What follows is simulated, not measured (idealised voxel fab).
process module | voxel transistor to metal
cross-section cut | 275 nm wide | cells 5 nm
A cross-section is a grid of square cells, given in bands from the top down. A band is one or more rows of cells.
Each band's line starts with the height of the band's top and of its bottom, in nm. Then come its materials from left to right, each with its width in nm. One material with "throughout" fills the band from edge to edge. "air" is empty space.
Height 0 is the level under which the wafer as received is all one material. The lowest band goes on downwards, as in "0 down".
A width such as "30 to 40" changes by the same amount from each row of cells to the next, from the band's top row to its bottom row.
"no change" after a step means that no cell of the cross-section changed.
closed voids: empty space of 8 cells or more with no open way to the top, each as width x height at its distance from the left edge, in nm
after a step's settings: what the simulator itself notes on the step
overlay nm, on a step with a mask: how far to the right of its planned place the mask lay; to the left if negative
plan
1 op RECEIVE | material Si
2 op CONFORMAL_DEP | material SiO2 | thk nm 5
3 op CONFORMAL_DEP | material SiN | thk nm 10
4 op DIRECTIONAL_DEP | material aC | thk nm 10
5 op PATTERN | tone cover | mask id ACTIVE | material resist | width nm 105 | pitch nm 125 | thk nm 30 | overlay nm 0
6 op DIRECTIONAL_ETCH | etch materials aC | depth nm 10
7 op STRIP | etch materials resist
8 op DIRECTIONAL_ETCH | etch materials SiN | depth nm 10
9 op DIRECTIONAL_ETCH | etch materials SiO2 | depth nm 5
10 op DIRECTIONAL_ETCH | etch materials Si | depth nm 20
11 op STRIP | etch materials aC
12 op OXIDIZE | depth nm 5
13 op FILL_DEP | material SiO2 | thk nm 15
14 op CMP | height nm 15
15 op SELECTIVE_ETCH | etch materials SiO2 | depth nm 10
16 op STRIP | etch materials SiN
17 op SELECTIVE_ETCH | etch materials SiO2 | depth nm 5
18 op OXIDIZE | depth nm 5
19 op DIRECTIONAL_DEP | material polySi | thk nm 25
20 op DIRECTIONAL_DEP | material SiCN | thk nm 15
21 op PATTERN | tone cover | mask id GATE | material resist | width nm 25 | pitch nm 125 | thk nm 15 | overlay nm 0
22 op DIRECTIONAL_ETCH | etch materials SiCN | depth nm 25
23 op DIRECTIONAL_ETCH | etch materials polySi | depth nm 35
24 op STRIP | etch materials resist
25 op CONFORMAL_DEP | material SiO2 | thk nm 5
26 op DIRECTIONAL_ETCH | etch materials SiO2 | depth nm 5
27 op CONFORMAL_DEP | material SiN | thk nm 10
28 op DIRECTIONAL_ETCH | etch materials SiN | depth nm 10
29 op DIRECTIONAL_ETCH | etch materials SiO2 | depth nm 5
30 op EPI | material SiGe | thk nm 5
31 op FILL_DEP | material SiO2 | thk nm 10
32 op CMP | height nm 25
33 op STRIP | etch materials polySi
34 op SELECTIVE_ETCH | etch materials SiO2 | depth nm 5
35 op CONFORMAL_DEP | material HfO2 | thk nm 5
36 op CONFORMAL_DEP | material TiN | thk nm 5
37 op FILL_DEP | material W | thk nm 5
38 op CMP | height nm 20
39 op DIRECTIONAL_DEP | material SiO2 | thk nm 10
40 op MASKED_ETCH | tone open | mask id CONTACT | width nm 15 | etch materials SiO2 | depth nm 30 | overlay nm 0
41 op CONFORMAL_DEP | material TiN | thk nm 5
42 op FILL_DEP | material Ru | thk nm 5
43 op CMP | height nm 30
44 op DIRECTIONAL_DEP | material TiN | thk nm 5
45 op DIRECTIONAL_DEP | material Ru | thk nm 25
46 op PATTERN | tone cover | mask id METAL_1 | material resist | width nm 15 | thk nm 20 | overlay nm 0
47 op DIRECTIONAL_ETCH | etch materials Ru | depth nm 25
48 op DIRECTIONAL_ETCH | etch materials TiN | depth nm 5
49 op STRIP | etch materials resist
50 op FILL_DEP | material lowk | thk nm 5
51 op CMP | height nm 60
52 op CONFORMAL_DEP | material SiN | thk nm 5
as received, after step 1
  0 down: Si throughout
  closed voids: none
first wafer at the end, as planned
  65 to 60: SiN throughout
  60 to 35: lowk 25 | Ru 15 | lowk 65 | Ru 15 | lowk 30 | Ru 15 | lowk 65 | Ru 15 | lowk 30
  35 to 30: lowk 25 | TiN 15 | lowk 65 | TiN 15 | lowk 30 | TiN 15 | lowk 65 | TiN 15 | lowk 30
  30 to 20: SiO2 25 | TiN 5 | Ru 5 | TiN 5 | SiO2 65 | TiN 5 | Ru 5 | TiN 5 | SiO2 30 | TiN 5 | Ru 5 | TiN 5 | SiO2 65 | TiN 5 | Ru 5 | TiN 5 | SiO2 30
  20 to 5: SiO2 25 | TiN 5 | Ru 5 | TiN 5 | SiO2 5 | SiN 10 | HfO2 5 | TiN 5 | W 15 | TiN 5 | HfO2 5 | SiN 10 | SiO2 5 | TiN 5 | Ru 5 | TiN 5 | SiO2 30 | TiN 5 | Ru 5 | TiN 5 | SiO2 5 | SiN 10 | HfO2 5 | TiN 5 | W 15 | TiN 5 | HfO2 5 | SiN 10 | SiO2 5 | TiN 5 | Ru 5 | TiN 5 | SiO2 30
  5 to 0: SiO2 25 | TiN 15 | SiO2 5 | SiN 10 | HfO2 5 | TiN 25 | HfO2 5 | SiN 10 | SiO2 5 | TiN 15 | SiO2 30 | TiN 15 | SiO2 5 | SiN 10 | HfO2 5 | TiN 25 | HfO2 5 | SiN 10 | SiO2 5 | TiN 15 | SiO2 30
  0 to -5: SiO2 20 | SiGe 25 | SiO2 10 | HfO2 35 | SiO2 10 | SiGe 25 | SiO2 20 | SiGe 25 | SiO2 10 | HfO2 35 | SiO2 10 | SiGe 25 | SiO2 25
  -5 to -25: SiO2 25 | Si 95 | SiO2 30 | Si 95 | SiO2 30
  -25 down: Si throughout
  closed voids: none
second wafer at the end: like start, like plan, one mistake
  65 to 60: polySi throughout
  60 to 35: lowk 25 | Ru 15 | lowk 65 | Ru 15 | lowk 30 | Ru 15 | lowk 65 | Ru 15 | lowk 30
  35 to 30: lowk 25 | TiN 15 | lowk 65 | TiN 15 | lowk 30 | TiN 15 | lowk 65 | TiN 15 | lowk 30
  30 to 20: SiO2 25 | TiN 5 | Ru 5 | TiN 5 | SiO2 65 | TiN 5 | Ru 5 | TiN 5 | SiO2 30 | TiN 5 | Ru 5 | TiN 5 | SiO2 65 | TiN 5 | Ru 5 | TiN 5 | SiO2 30
  20 to 5: SiO2 25 | TiN 5 | Ru 5 | TiN 5 | SiO2 5 | SiN 10 | HfO2 5 | TiN 5 | W 15 | TiN 5 | HfO2 5 | SiN 10 | SiO2 5 | TiN 5 | Ru 5 | TiN 5 | SiO2 30 | TiN 5 | Ru 5 | TiN 5 | SiO2 5 | SiN 10 | HfO2 5 | TiN 5 | W 15 | TiN 5 | HfO2 5 | SiN 10 | SiO2 5 | TiN 5 | Ru 5 | TiN 5 | SiO2 30
  5 to 0: SiO2 25 | TiN 15 | SiO2 5 | SiN 10 | HfO2 5 | TiN 25 | HfO2 5 | SiN 10 | SiO2 5 | TiN 15 | SiO2 30 | TiN 15 | SiO2 5 | SiN 10 | HfO2 5 | TiN 25 | HfO2 5 | SiN 10 | SiO2 5 | TiN 15 | SiO2 30
  0 to -5: SiO2 20 | SiGe 25 | SiO2 10 | HfO2 35 | SiO2 10 | SiGe 25 | SiO2 20 | SiGe 25 | SiO2 10 | HfO2 35 | SiO2 10 | SiGe 25 | SiO2 25
  -5 to -25: SiO2 25 | Si 95 | SiO2 30 | Si 95 | SiO2 30
  -25 down: Si throughout
  closed voids: none
what went wrong: step 52 ran as: op CONFORMAL_DEP | material polySi | thk nm 5
at the end the second wafer has, in cells: 55 fewer of SiN | 55 more of polySi
